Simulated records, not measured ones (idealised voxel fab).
Herein follows the process module entitled voxel self aligned contacts.
FYI the section here is cut, 300 nm wide, cells are 5 nm squares.
A cross-section in this document is a grid of square cells, and it is written down as bands, the top band listed before the ones below it; a band is made up of one or more rows of cells. In this notation a band is specified by the heights of its top and bottom, in that order and in nm, after which its materials appear from left to right, each paired with its width in nm. The word "full width" attached to a single material means that material fills the band from edge to edge; the word "blank" stands for empty space. Height datum 0, below which the as-received substrate wafer is one material. Lowest band open at the bottom, running downward: "0..down". You'd read "30->40" like this: the band's top row of cells is as wide as the first number, its bottom row is as wide as the second, and going down, every row changes width by the same amount as the row before did. What does "nothing altered" mean for a step? It means no cell of the cross-section changed in that step. Basically, "Enclosed cavities" tells you about the enclosed voids: empty spaces with no open way to the top, 8 cells or bigger, each written width x height at distance, where distance is from the left edge, all in nm. On a step's line, text after the settings is the simulator commenting on that step. overlay nm: mask right of planned place by this much (step with mask). Neg. = left.

# Process steps - plan
1 RECEIVE: material Si
2 OXIDIZE: depth nm 5
3 DIRECTIONAL_DEP: material polySi, thk nm 30
4 DIRECTIONAL_DEP: material SiN, thk nm 15
5 DIRECTIONAL_DEP: material aC, thk nm 15
6 PATTERN: tone cover, mask id GATE, material resist, width nm 30, pitch nm 55, thk nm 30, overlay nm 0
7 DIRECTIONAL_ETCH: etch materials aC, depth nm 15
8 STRIP: etch materials resist
9 DIRECTIONAL_ETCH: etch materials SiN, depth nm 15
10 DIRECTIONAL_ETCH: etch materials polySi, depth nm 30
11 STRIP: etch materials aC
12 CONFORMAL_DEP: material SiN, thk nm 5
13 DIRECTIONAL_ETCH: etch materials SiN, depth nm 5
14 FILL_DEP: material SiO2, thk nm 15
15 CMP: height nm 50
16 MASKED_ETCH: tone open, mask id CONTACT, width nm 35, etch materials SiO2, depth nm 55, overlay nm 0
17 CONFORMAL_DEP: material TiN, thk nm 5
18 FILL_DEP: material Ru, thk nm 5
19 CMP: height nm 50
20 CONFORMAL_DEP: material SiCN, thk nm 5

# The first wafer of two, processed as planned

# Cross-section of the incoming wafer, state after step 1
  0..down | Si full width
  Enclosed cavities: none

# after step 2
  0..-5 | SiO2 full width
  Unchanged below -5.

# after step 3
  30..0 | polySi full width
  Unchanged below 0.

# after step 4
  45..30 | SiN full width
  Unchanged below 30.

# after step 5
  60..45 | aC full width
  Unchanged below 45.

# after step 6
  90..60 | 105 nm blank  30 nm resist  25 nm blank  30 nm resist  110 nm blank
  Unchanged below 60.

# after step 7
  75..60 | 105 nm blank  30 nm resist  25 nm blank  30 nm resist  110 nm blank
  60..45 | 105 nm blank  30 nm aC  25 nm blank  30 nm aC  110 nm blank
  Unchanged below 45.

# after step 8
  60..45 | 105 nm blank  30 nm aC  25 nm blank  30 nm aC  110 nm blank
  Unchanged below 45.

# after step 9
  60..45 | 105 nm blank  30 nm aC  25 nm blank  30 nm aC  110 nm blank
  45..30 | 105 nm blank  30 nm SiN  25 nm blank  30 nm SiN  110 nm blank
  Unchanged below 30.

# after step 10
  60..45 | 105 nm blank  30 nm aC  25 nm blank  30 nm aC  110 nm blank
  45..30 | 105 nm blank  30 nm SiN  25 nm blank  30 nm SiN  110 nm blank
  30..0 | 105 nm blank  30 nm polySi  25 nm blank  30 nm polySi  110 nm blank
  Unchanged below 0.

# after step 11
  45..30 | 105 nm blank  30 nm SiN  25 nm blank  30 nm SiN  110 nm blank
  Unchanged below 30.

# after step 12
  50..30 | 100 nm blank  40 nm SiN  15 nm blank  40 nm SiN  105 nm blank
  30..5 | 100 nm blank  5 nm SiN  30 nm polySi  5 nm SiN  15 nm blank  5 nm SiN  30 nm polySi  5 nm SiN  105 nm blank
  5..0 | 105 nm SiN  30 nm polySi  25 nm SiN  30 nm polySi  110 nm SiN
  Unchanged below 0.

# after step 13
  45..30 | 100 nm blank  40 nm SiN  15 nm blank  40 nm SiN  105 nm blank
  30..0 | 100 nm blank  5 nm SiN  30 nm polySi  5 nm SiN  15 nm blank  5 nm SiN  30 nm polySi  5 nm SiN  105 nm blank
  Unchanged below 0.

# after step 14
  60..45 | SiO2 full width
  45..30 | 100 nm SiO2  40 nm SiN  15 nm SiO2  40 nm SiN  105 nm SiO2
  30..0 | 100 nm SiO2  5 nm SiN  30 nm polySi  5 nm SiN  15 nm SiO2  5 nm SiN  30 nm polySi  5 nm SiN  105 nm SiO2
  Unchanged below 0.

# after step 15
  50..45 | SiO2 full width
  Unchanged below 45.

# after step 16
  50..45 | 130 nm SiO2  35 nm blank  135 nm SiO2
  45..30 | 100 nm SiO2  40 nm SiN  15 nm blank  40 nm SiN  105 nm SiO2
  30..0 | 100 nm SiO2  5 nm SiN  30 nm polySi  5 nm SiN  15 nm blank  5 nm SiN  30 nm polySi  5 nm SiN  105 nm SiO2
  0..-5 | 140 nm SiO2  15 nm blank  145 nm SiO2
  Unchanged below -5.

# after step 17
  55..50 | 135 nm TiN  25 nm blank  140 nm TiN
  50..45 | 130 nm SiO2  15 nm TiN  5 nm blank  15 nm TiN  135 nm SiO2
  45..30 | 100 nm SiO2  40 nm SiN  5 nm TiN  5 nm blank  5 nm TiN  40 nm SiN  105 nm SiO2
  30..0 | 100 nm SiO2  5 nm SiN  30 nm polySi  5 nm SiN  5 nm TiN  5 nm blank  5 nm TiN  5 nm SiN  30 nm polySi  5 nm SiN  105 nm SiO2
  0..-5 | 140 nm SiO2  15 nm TiN  145 nm SiO2
  Unchanged below -5.

# after step 18
  60..55 | Ru full width
  55..50 | 135 nm TiN  25 nm Ru  140 nm TiN
  50..45 | 130 nm SiO2  15 nm TiN  5 nm Ru  15 nm TiN  135 nm SiO2
  45..30 | 100 nm SiO2  40 nm SiN  5 nm TiN  5 nm Ru  5 nm TiN  40 nm SiN  105 nm SiO2
  30..0 | 100 nm SiO2  5 nm SiN  30 nm polySi  5 nm SiN  5 nm TiN  5 nm Ru  5 nm TiN  5 nm SiN  30 nm polySi  5 nm SiN  105 nm SiO2
  Unchanged below 0.

# after step 19
  50..45 | 130 nm SiO2  15 nm TiN  5 nm Ru  15 nm TiN  135 nm SiO2
  Unchanged below 45.

# after step 20
  55..50 | SiCN full width
  Unchanged below 50.

# Wafer two. Same start, same plan, one slip in execution. Same as wafer one through step 8, inclusive

# Second wafer, cut view, end of step 9 per plan
  60..45 | 105 nm blank  30 nm aC  25 nm blank  30 nm aC  110 nm blank
  45..35 | 105 nm blank  30 nm SiN  25 nm blank  30 nm SiN  110 nm blank
  Unchanged below 35.

Second wafer, cut view, end of step 10 per plan: nothing altered

# Second wafer, cut view, end of step 11 per plan
  45..35 | 105 nm blank  30 nm SiN  25 nm blank  30 nm SiN  110 nm blank
  Unchanged below 35.

# Second wafer, cut view, end of step 12 per plan
  50..40 | 100 nm blank  40 nm SiN  15 nm blank  40 nm SiN  105 nm blank
  40..30 | SiN full width
  Unchanged below 30.

# Second wafer, cut view, end of step 13 per plan
  45..35 | 100 nm blank  40 nm SiN  15 nm blank  40 nm SiN  105 nm blank
  Unchanged below 35.

# Second wafer, cut view, end of step 14 per plan
  60..45 | SiO2 full width
  45..35 | 100 nm SiO2  40 nm SiN  15 nm SiO2  40 nm SiN  105 nm SiO2
  Unchanged below 35.

# Second wafer, cut view, end of step 15 per plan
  50..45 | SiO2 full width
  Unchanged below 45.

# Second wafer, cut view, end of step 16 per plan
  50..45 | 130 nm SiO2  35 nm blank  135 nm SiO2
  45..35 | 100 nm SiO2  40 nm SiN  15 nm blank  40 nm SiN  105 nm SiO2
  Unchanged below 35.

# Second wafer, cut view, end of step 17 per plan
  55..50 | 135 nm TiN  25 nm blank  140 nm TiN
  50..45 | 130 nm SiO2  15 nm TiN  5 nm blank  15 nm TiN  135 nm SiO2
  45..40 | 100 nm SiO2  40 nm SiN  5 nm TiN  5 nm blank  5 nm TiN  40 nm SiN  105 nm SiO2
  40..35 | 100 nm SiO2  40 nm SiN  15 nm TiN  40 nm SiN  105 nm SiO2
  Unchanged below 35.

# Second wafer, cut view, end of step 18 per plan
  60..55 | Ru full width
  55..50 | 135 nm TiN  25 nm Ru  140 nm TiN
  50..45 | 130 nm SiO2  15 nm TiN  5 nm Ru  15 nm TiN  135 nm SiO2
  45..40 | 100 nm SiO2  40 nm SiN  5 nm TiN  5 nm Ru  5 nm TiN  40 nm SiN  105 nm SiO2
  Unchanged below 40.

# Second wafer, cut view, end of step 19 per plan
  50..45 | 130 nm SiO2  15 nm TiN  5 nm Ru  15 nm TiN  135 nm SiO2
  Unchanged below 45.

# Second wafer, cut view, end of step 20 per plan
  55..50 | SiCN full width
  Unchanged below 50.
Here's what went sideways: step 9 ran as: DIRECTIONAL_ETCH: etch materials SiN, depth nm 10
Count the cells at the end and the second wafer has more or fewer of some materials than the first: Ru: 8 fewer | SiN: 20 more | SiO2: 284 fewer | TiN: 16 fewer | polySi: 288 more
